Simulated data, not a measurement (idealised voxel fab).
process module | voxel capacitor over wiring
cross-section cut | 230 nm wide | cells 5 nm
A cross-section is a grid of square cells, given in bands from the top down. A band is one or more rows of cells.
Each band's line starts with the height of the band's top and of its bottom, in nm. Then come its materials from left to right, each with its width in nm. One material with "throughout" fills the band from edge to edge. "air" is empty space.
Height 0 is the level under which the wafer as received is all one material. The lowest band goes on downwards, as in "0 down".
A width such as "30 to 40" changes by the same amount from each row of cells to the next, from the band's top row to its bottom row.
"no change" after a step means that no cell of the cross-section changed.
closed voids: empty space of 8 cells or more with no open way to the top, each as width x height at its distance from the left edge, in nm
after a step's settings: what the simulator itself notes on the step
overlay nm, on a step with a mask: how far to the right of its planned place the mask lay; to the left if negative
plan
1 op RECEIVE | material Si
2 op CONFORMAL_DEP | material SiO2 | thk nm 15
3 op DIRECTIONAL_DEP | material TiN | thk nm 5
4 op DIRECTIONAL_DEP | material Ru | thk nm 20
5 op PATTERN | tone cover | mask id METAL_1 | material resist | width nm 30 | pitch nm 80 | thk nm 20 | overlay nm 0
6 op DIRECTIONAL_ETCH | etch materials Ru | depth nm 20
7 op DIRECTIONAL_ETCH | etch materials TiN | depth nm 5
8 op STRIP | etch materials resist
9 op CONFORMAL_DEP | material SiN | thk nm 5
10 op FILL_DEP | material lowk | thk nm 10
11 op CMP | height nm 40
12 op CONFORMAL_DEP | material SiCN | thk nm 5
13 op DIRECTIONAL_DEP | material lowk | thk nm 15
14 op MASKED_ETCH | tone open | mask id PLUG_1 | width nm 15 | etch materials lowk | depth nm 15 | overlay nm 0
15 op MASKED_ETCH | tone open | mask id PLUG_1 | width nm 15 | etch materials SiCN | depth nm 5 | overlay nm 0
16 op CONFORMAL_DEP | material TiN | thk nm 5
17 op FILL_DEP | material W | thk nm 5
18 op CMP | height nm 60
19 op DIRECTIONAL_DEP | material TiN | thk nm 5
20 op DIRECTIONAL_DEP | material HfO2 | thk nm 5
21 op DIRECTIONAL_DEP | material TiN | thk nm 5
22 op PATTERN | tone cover | mask id UPPER_PLATE | material resist | width nm 55 | thk nm 20 | overlay nm 0
23 op DIRECTIONAL_ETCH | etch materials TiN | depth nm 5
24 op DIRECTIONAL_ETCH | etch materials HfO2 | depth nm 5
25 op STRIP | etch materials resist
26 op DIRECTIONAL_DEP | material aC | thk nm 15
27 op PATTERN | tone cover | mask id LOWER_PLATE | material resist | width nm 65 | thk nm 30 | overlay nm -15
28 op DIRECTIONAL_ETCH | etch materials aC | depth nm 15
29 op STRIP | etch materials resist
30 op DIRECTIONAL_ETCH | etch materials TiN | depth nm 5
31 op STRIP | etch materials aC
32 op FILL_DEP | material SiO2 | thk nm 15
33 op CMP | height nm 85
34 op DIRECTIONAL_DEP | material aC | thk nm 10
35 op PATTERN | tone open | mask id PLUG_2 | material resist | width nm 15 | thk nm 30 | overlay nm 0
36 op DIRECTIONAL_ETCH | etch materials aC | depth nm 10
37 op STRIP | etch materials resist
38 op DIRECTIONAL_ETCH | etch materials SiO2 | depth nm 10
39 op STRIP | etch materials aC
40 op CONFORMAL_DEP | material TiN | thk nm 5
41 op FILL_DEP | material W | thk nm 10
42 op CMP | height nm 85
43 op CONFORMAL_DEP | material SiCN | thk nm 5
varied across the wafers: overlay nm of step 27. The plan shows the first wafer's value. All wafers start alike
first wafer as received, after step 1
  0 down: Si throughout
  closed voids: none
first wafer at the end, after step 43
  90 to 85: SiCN throughout
  85 to 80: SiO2 85 | TiN 5 | W 5 | TiN 5 | SiO2 130
  80 to 70: SiO2 85 to 75 | TiN 15 to 45 | SiO2 130 to 110
  70 to 65: SiO2 75 | HfO2 55 | SiO2 100
  65 to 60: SiO2 55 | TiN 75 | SiO2 100
  60 to 45: lowk 75 | TiN 5 | W 5 | TiN 5 | lowk 140
  45 to 40: SiCN 75 | TiN 15 | SiCN 140
  40 to 20: lowk 55 | SiN 5 | Ru 30 | SiN 5 | lowk 40 | SiN 5 | Ru 30 | SiN 5 | lowk 55
  20 to 15: SiN 60 | TiN 30 | SiN 50 | TiN 30 | SiN 60
  15 to 0: SiO2 throughout
  0 down: Si throughout
  closed voids: none
last wafer at the end
  90 to 85: SiCN throughout
  85 to 80: SiO2 85 | TiN 5 | W 5 | TiN 5 | SiO2 130
  80 to 70: SiO2 85 | TiN 15 to 45 | SiO2 130 to 100
  70 to 65: SiO2 75 | HfO2 55 | SiO2 100
  65 to 60: SiO2 75 | TiN 75 | SiO2 80
  60 to 45: lowk 75 | TiN 5 | W 5 | TiN 5 | lowk 140
  45 to 40: SiCN 75 | TiN 15 | SiCN 140
  40 to 20: lowk 55 | SiN 5 | Ru 30 | SiN 5 | lowk 40 | SiN 5 | Ru 30 | SiN 5 | lowk 55
  20 to 15: SiN 60 | TiN 30 | SiN 50 | TiN 30 | SiN 60
  15 to 0: SiO2 throughout
  0 down: Si throughout
  closed voids: none
each wafer at the end: cells of each material gained (+) or lost (-) since it was received, then its closed voids
overlay nm -15 | +11 HfO2 | +48 Ru | +89 SiCN | +50 SiN | +327 SiO2 | +50 TiN | +4 W | +249 lowk | closed voids: none
overlay nm -10 | +11 HfO2 | +48 Ru | +89 SiCN | +50 SiN | +327 SiO2 | +50 TiN | +4 W | +249 lowk | closed voids: none
overlay nm -5 | +11 HfO2 | +48 Ru | +89 SiCN | +50 SiN | +327 SiO2 | +50 TiN | +4 W | +249 lowk | closed voids: none
overlay nm 0 | +11 HfO2 | +48 Ru | +89 SiCN | +50 SiN | +327 SiO2 | +50 TiN | +4 W | +249 lowk | closed voids: none
overlay nm 5 | +11 HfO2 | +48 Ru | +89 SiCN | +50 SiN | +327 SiO2 | +50 TiN | +4 W | +249 lowk | closed voids: none
overlay nm 10 | +11 HfO2 | +48 Ru | +89 SiCN | +50 SiN | +327 SiO2 | +50 TiN | +4 W | +249 lowk | closed voids: none
overlay nm 15 | +11 HfO2 | +48 Ru | +89 SiCN | +50 SiN | +327 SiO2 | +50 TiN | +4 W | +249 lowk | closed voids: none
